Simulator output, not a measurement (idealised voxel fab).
process module | voxel capacitor over wiring
cross-section cut | 160 nm wide | cells 5 nm
A cross-section is a grid of square cells, given in bands from the top down. A band is one or more rows of cells.
Each band's line starts with the height of the band's top and of its bottom, in nm. Then come its materials from left to right, each with its width in nm. One material with "throughout" fills the band from edge to edge. "air" is empty space.
Height 0 is the level under which the wafer as received is all one material. The lowest band goes on downwards, as in "0 down".
A width such as "30 to 40" changes by the same amount from each row of cells to the next, from the band's top row to its bottom row.
"no change" after a step means that no cell of the cross-section changed.
closed voids: empty space of 8 cells or more with no open way to the top, each as width x height at its distance from the left edge, in nm
after a step's settings: what the simulator itself notes on the step
overlay nm, on a step with a mask: how far to the right of its planned place the mask lay; to the left if negative
plan
1 op RECEIVE | material Si
2 op CONFORMAL_DEP | material SiO2 | thk nm 10
3 op CONFORMAL_DEP | material SiCN | thk nm 5
4 op DIRECTIONAL_DEP | material lowk | thk nm 15
5 op PATTERN | tone open | mask id METAL_1 | material resist | width nm 20 | pitch nm 85 | thk nm 20 | overlay nm 0
6 op DIRECTIONAL_ETCH | etch materials lowk | depth nm 15
7 op DIRECTIONAL_ETCH | etch materials SiCN | depth nm 5
8 op STRIP | etch materials resist
9 op CONFORMAL_DEP | material TiN | thk nm 5
10 op FILL_DEP | material Cu | thk nm 5
11 op CMP | height nm 30
12 op EPI | material Ru | thk nm 5
13 op FILL_DEP | material SiCN | thk nm 5
14 op DIRECTIONAL_DEP | material lowk | thk nm 10
15 op PATTERN | tone open | mask id PLUG_1 | material resist | width nm 15 | thk nm 15 | overlay nm 0
16 op DIRECTIONAL_ETCH | etch materials lowk | depth nm 10
17 op DIRECTIONAL_ETCH | etch materials SiCN | depth nm 5
18 op STRIP | etch materials resist
19 op EPI | material Ru | thk nm 10
20 op EPI | material Ru | thk nm 5
21 op DIRECTIONAL_DEP | material TiN | thk nm 10
22 op DIRECTIONAL_DEP | material SiN | thk nm 5
23 op DIRECTIONAL_DEP | material TiN | thk nm 5
24 op MASKED_ETCH | tone cover | mask id UPPER_PLATE | width nm 70 | etch materials TiN | depth nm 5 | overlay nm 0
25 op MASKED_ETCH | tone cover | mask id UPPER_PLATE | width nm 70 | etch materials SiN | depth nm 5 | overlay nm 0
26 op PATTERN | tone cover | mask id LOWER_PLATE | material resist | width nm 80 | thk nm 15 | overlay nm 0
27 op DIRECTIONAL_ETCH | etch materials TiN | depth nm 10
28 op STRIP | etch materials resist
29 op FILL_DEP | material SiO2 | thk nm 15
30 op CMP | height nm 80
31 op MASKED_ETCH | tone open | mask id PLUG_2 | width nm 15 | etch materials SiO2 | depth nm 10 | overlay nm 0
32 op CONFORMAL_DEP | material TiN | thk nm 5
33 op FILL_DEP | material W | thk nm 10
34 op CMP | height nm 80
35 op CONFORMAL_DEP | material SiN | thk nm 5
as received, after step 1
  0 down: Si throughout
  closed voids: none
first wafer at the end, as planned
  85 to 80: SiN throughout
  80 to 75: SiO2 40 | TiN 5 | W 5 | TiN 5 | SiO2 105
  75 to 65: SiO2 40 to 30 | TiN 15 to 70 | SiO2 105 to 60
  65 to 60: SiO2 30 | SiN 70 | SiO2 60
  60 to 50: SiO2 25 | TiN 80 | SiO2 55
  50 to 40: lowk 30 | Ru 15 | lowk 115
  40 to 35: SiCN 30 | Ru 15 | SiCN 115
  35 to 30: SiCN 20 | Ru 30 | SiCN 55 | Ru 30 | SiCN 25
  30 to 15: lowk 25 | TiN 5 | Cu 10 | TiN 5 | lowk 65 | TiN 5 | Cu 10 | TiN 5 | lowk 30
  15 to 10: SiCN 25 | TiN 20 | SiCN 65 | TiN 20 | SiCN 30
  10 to 0: SiO2 throughout
  0 down: Si throughout
  closed voids: none
second wafer at the end: like start, like plan, one mistake
  85 to 80: SiN throughout
  80 to 75: SiO2 40 | TiN 5 | W 5 | TiN 5 | SiO2 105
  75 to 65: SiO2 40 to 30 | TiN 15 to 70 | SiO2 105 to 60
  65 to 60: Cu throughout
  60 to 50: TiN throughout
  50 to 40: lowk 30 | Ru 15 | lowk 115
  40 to 35: SiCN 30 | Ru 15 | SiCN 115
  35 to 30: SiCN 20 | Ru 30 | SiCN 55 | Ru 30 | SiCN 25
  30 to 15: lowk 25 | TiN 5 | Cu 10 | TiN 5 | lowk 65 | TiN 5 | Cu 10 | TiN 5 | lowk 30
  15 to 10: SiCN 25 | TiN 20 | SiCN 65 | TiN 20 | SiCN 30
  10 to 0: SiO2 throughout
  0 down: Si throughout
  closed voids: none
what went wrong: step 22 ran as: op DIRECTIONAL_DEP | material Cu | thk nm 5
at the end the second wafer has, in cells: 32 more of Cu | 14 fewer of SiN | 50 fewer of SiO2 | 32 more of TiN
